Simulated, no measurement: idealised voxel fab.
process module | voxel capacitor over wiring
cross-section cut | 165 nm wide | cells 5 nm
A cross-section is a grid of square cells, given in bands from the top down. A band is one or more rows of cells.
Each band's line starts with the height of the band's top and of its bottom, in nm. Then come its materials from left to right, each with its width in nm. One material with "throughout" fills the band from edge to edge. "air" is empty space.
Height 0 is the level under which the wafer as received is all one material. The lowest band goes on downwards, as in "0 down".
A width such as "30 to 40" changes by the same amount from each row of cells to the next, from the band's top row to its bottom row.
"no change" after a step means that no cell of the cross-section changed.
closed voids: empty space of 8 cells or more with no open way to the top, each as width x height at its distance from the left edge, in nm
after a step's settings: what the simulator itself notes on the step
overlay nm, on a step with a mask: how far to the right of its planned place the mask lay; to the left if negative
plan
1 op RECEIVE | material Si
2 op CONFORMAL_DEP | material SiO2 | thk nm 15
3 op DIRECTIONAL_DEP | material TiN | thk nm 5
4 op DIRECTIONAL_DEP | material W | thk nm 15
5 op DIRECTIONAL_DEP | material aC | thk nm 10
6 op PATTERN | tone cover | mask id METAL_1 | material resist | width nm 30 | pitch nm 80 | thk nm 25 | overlay nm 0
7 op DIRECTIONAL_ETCH | etch materials aC | depth nm 10
8 op STRIP | etch materials resist
9 op DIRECTIONAL_ETCH | etch materials W | depth nm 15
10 op DIRECTIONAL_ETCH | etch materials TiN | depth nm 5
11 op STRIP | etch materials aC
12 op CONFORMAL_DEP | material SiCN | thk nm 5
13 op FILL_DEP | material lowk | thk nm 5
14 op CMP | height nm 35
15 op CONFORMAL_DEP | material SiCN | thk nm 5
16 op DIRECTIONAL_DEP | material SiO2 | thk nm 15
17 op MASKED_ETCH | tone open | mask id PLUG_1 | width nm 15 | etch materials SiO2 | depth nm 15 | overlay nm 0
18 op MASKED_ETCH | tone open | mask id PLUG_1 | width nm 15 | etch materials SiCN | depth nm 5 | overlay nm -15
19 op EPI | material Ru | thk nm 10
20 op EPI | material Ru | thk nm 10
21 op DIRECTIONAL_DEP | material TiN | thk nm 10
22 op DIRECTIONAL_DEP | material SiN | thk nm 5
23 op DIRECTIONAL_DEP | material TiN | thk nm 5
24 op PATTERN | tone cover | mask id UPPER_PLATE | material resist | width nm 55 | thk nm 15 | overlay nm 0
25 op DIRECTIONAL_ETCH | etch materials TiN | depth nm 5
26 op DIRECTIONAL_ETCH | etch materials SiN | depth nm 5
27 op STRIP | etch materials resist
28 op MASKED_ETCH | tone cover | mask id LOWER_PLATE | width nm 65 | etch materials TiN | depth nm 10 | overlay nm 0
29 op FILL_DEP | material SiO2 | thk nm 15
30 op CMP | height nm 85
31 op MASKED_ETCH | tone open | mask id PLUG_2 | width nm 15 | etch materials SiO2 | depth nm 10 | overlay nm 0
32 op CONFORMAL_DEP | material TiN | thk nm 5
33 op FILL_DEP | material Cu | thk nm 5
34 op CMP | height nm 85
35 op CONFORMAL_DEP | material SiN | thk nm 5
varied across the wafers: overlay nm of step 18. The plan shows the first wafer's value. All wafers start alike
first wafer as received, after step 1
  0 down: Si throughout
  closed voids: none
first wafer at the end, after step 35
  90 to 85: SiN throughout
  85 to 80: SiO2 50 | TiN 5 | Cu 5 | TiN 5 | SiO2 100
  80 to 70: SiO2 50 to 55 | TiN 15 to 40 | SiO2 100 to 70
  70 to 65: SiO2 55 | SiN 40 | SiO2 70
  65 to 60: SiO2 35 | TiN 5 | SiO2 15 | TiN 45 | SiO2 65
  60 to 55: SiO2 35 | TiN 65 | SiO2 65
  55 to 50: SiO2 40 | SiN 15 | SiO2 110
  50 to 40: SiO2 40 | TiN 15 | SiO2 110
  40 to 35: SiCN throughout
  35 to 20: lowk 20 | SiCN 5 | W 30 | SiCN 5 | lowk 40 | SiCN 5 | W 30 | SiCN 5 | lowk 25
  20 to 15: SiCN 25 | TiN 30 | SiCN 50 | TiN 30 | SiCN 30
  15 to 0: SiO2 throughout
  0 down: Si throughout
  closed voids: none
last wafer at the end
  90 to 85: SiN throughout
  85 to 80: SiO2 50 | TiN 5 | Cu 5 | TiN 5 | SiO2 100
  80 to 70: SiO2 50 to 55 | TiN 15 to 40 | SiO2 100 to 70
  70 to 65: SiO2 55 | SiN 40 | SiO2 70
  65 to 60: SiO2 35 | TiN 5 | SiO2 15 | TiN 45 | SiO2 65
  60 to 55: SiO2 35 | TiN 65 | SiO2 65
  55 to 50: SiO2 40 | SiN 15 | SiO2 110
  50 to 40: SiO2 40 | TiN 15 | SiO2 110
  40 to 35: SiCN throughout
  35 to 20: lowk 20 | SiCN 5 | W 30 | SiCN 5 | lowk 40 | SiCN 5 | W 30 | SiCN 5 | lowk 25
  20 to 15: SiCN 25 | TiN 30 | SiCN 50 | TiN 30 | SiCN 30
  15 to 0: SiO2 throughout
  0 down: Si throughout
  closed voids: none
each wafer at the end: cells of each material gained (+) or lost (-) since it was received, then its closed voids
overlay nm -15 | +1 Cu | +66 SiCN | +44 SiN | +342 SiO2 | +54 TiN | +36 W | +51 lowk | closed voids: none
overlay nm -10 | +1 Cu | +10 Ru | +65 SiCN | +44 SiN | +333 SiO2 | +54 TiN | +36 W | +51 lowk | closed voids: none
overlay nm -5 | +1 Cu | +11 Ru | +64 SiCN | +44 SiN | +333 SiO2 | +54 TiN | +36 W | +51 lowk | closed voids: none
overlay nm 0 | +1 Cu | +12 Ru | +63 SiCN | +44 SiN | +333 SiO2 | +54 TiN | +36 W | +51 lowk | closed voids: none
overlay nm 5 | +1 Cu | +11 Ru | +64 SiCN | +44 SiN | +333 SiO2 | +54 TiN | +36 W | +51 lowk | closed voids: none
overlay nm 10 | +1 Cu | +10 Ru | +65 SiCN | +44 SiN | +333 SiO2 | +54 TiN | +36 W | +51 lowk | closed voids: none
overlay nm 15 | +1 Cu | +66 SiCN | +44 SiN | +342 SiO2 | +54 TiN | +36 W | +51 lowk | closed voids: none
